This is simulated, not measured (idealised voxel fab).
Module name: voxel ribs on slabs (process module)
cross-section cut | 210 nm wide | cells 5 nm
The cross-sections in this document take the form of a grid made of square cells. They are written out as bands, in order from top to bottom. Each band consists of one or more rows of cells. Heads up on the band format: heights come first, top then bottom, in nm. After that it's the materials left to right, each with its width in nm. A single material flagged "full width" fills the whole band edge to edge, and "empty" means there's empty space there. The reference from which all heights are counted is 0, the level beneath which the as-received wafer is entirely one material; the lowest band, having no lower bound, proceeds downward and is written after the example "0 and below". The notation "30 to 40" denotes a width that varies across the rows of cells in the band, beginning at the first number in the top row, finishing at the second number in the bottom row, and changing by an identical amount from each row to the next. "nothing changed" for a step: no cell of the cross-section changed in that step. So "Closed internal cavities" is basically the list of trapped voids: any empty space of 8 cells or more that can't reach the top through an opening. They're written width x height at distance, the distance being from the left edge, and it's all nm. Read whatever lies past the settings on a step's line as the simulator's own remark about the step. "overlay nm" on a masked step: distance the mask lay right of its planned place, negative for left.
Intended process steps:
step 1: RECEIVE,material Si
step 2: DIRECTIONAL_DEP,material SiO2,thk nm 20
step 3: DIRECTIONAL_DEP,material SiN,thk nm 20
step 4: PATTERN,tone cover,mask id RIB,material resist,width nm 30,thk nm 20,overlay nm 0
step 5: DIRECTIONAL_ETCH,etch materials SiN,depth nm 15
step 6: STRIP,etch materials resist
step 7: PATTERN,tone cover,mask id SLAB,material resist,width nm 90,thk nm 20,overlay nm 0
step 8: DIRECTIONAL_ETCH,etch materials SiN,depth nm 5
step 9: STRIP,etch materials resist
step 10: FILL_DEP,material SiO2,thk nm 15
step 11: CMP,height nm 50
step 12: DIRECTIONAL_DEP,material W,thk nm 5
step 13: PATTERN,tone cover,mask id HEATER,material resist,width nm 40,thk nm 20,overlay nm -15
step 14: DIRECTIONAL_ETCH,etch materials W,depth nm 5
step 15: STRIP,etch materials resist
step 16: CONFORMAL_DEP,material SiN,thk nm 5
Same starting wafers, different overlay nm at step 13. Plan value belongs to the first wafer.
Cross-section, first of several wafers, as delivered after step 1:
	0 and below: Si full width
	Closed internal cavities: none
Note: the following table is arranged by wafer, a row apiece. Each row reports the end-of-module state: per material, cells gained (+) or cells lost (-) compared with the wafer as received; closed voids follow:
overlay nm -15, +80 SiN, +384 SiO2, +8 W, Closed internal cavities: none
overlay nm -10, +80 SiN, +384 SiO2, +8 W, Closed internal cavities: none
overlay nm -5, +80 SiN, +384 SiO2, +8 W, Closed internal cavities: none
overlay nm 0, +80 SiN, +384 SiO2, +8 W, Closed internal cavities: none
overlay nm 5, +80 SiN, +384 SiO2, +8 W, Closed internal cavities: none
overlay nm 10, +80 SiN, +384 SiO2, +8 W, Closed internal cavities: none
overlay nm 15, +80 SiN, +384 SiO2, +8 W, Closed internal cavities: none
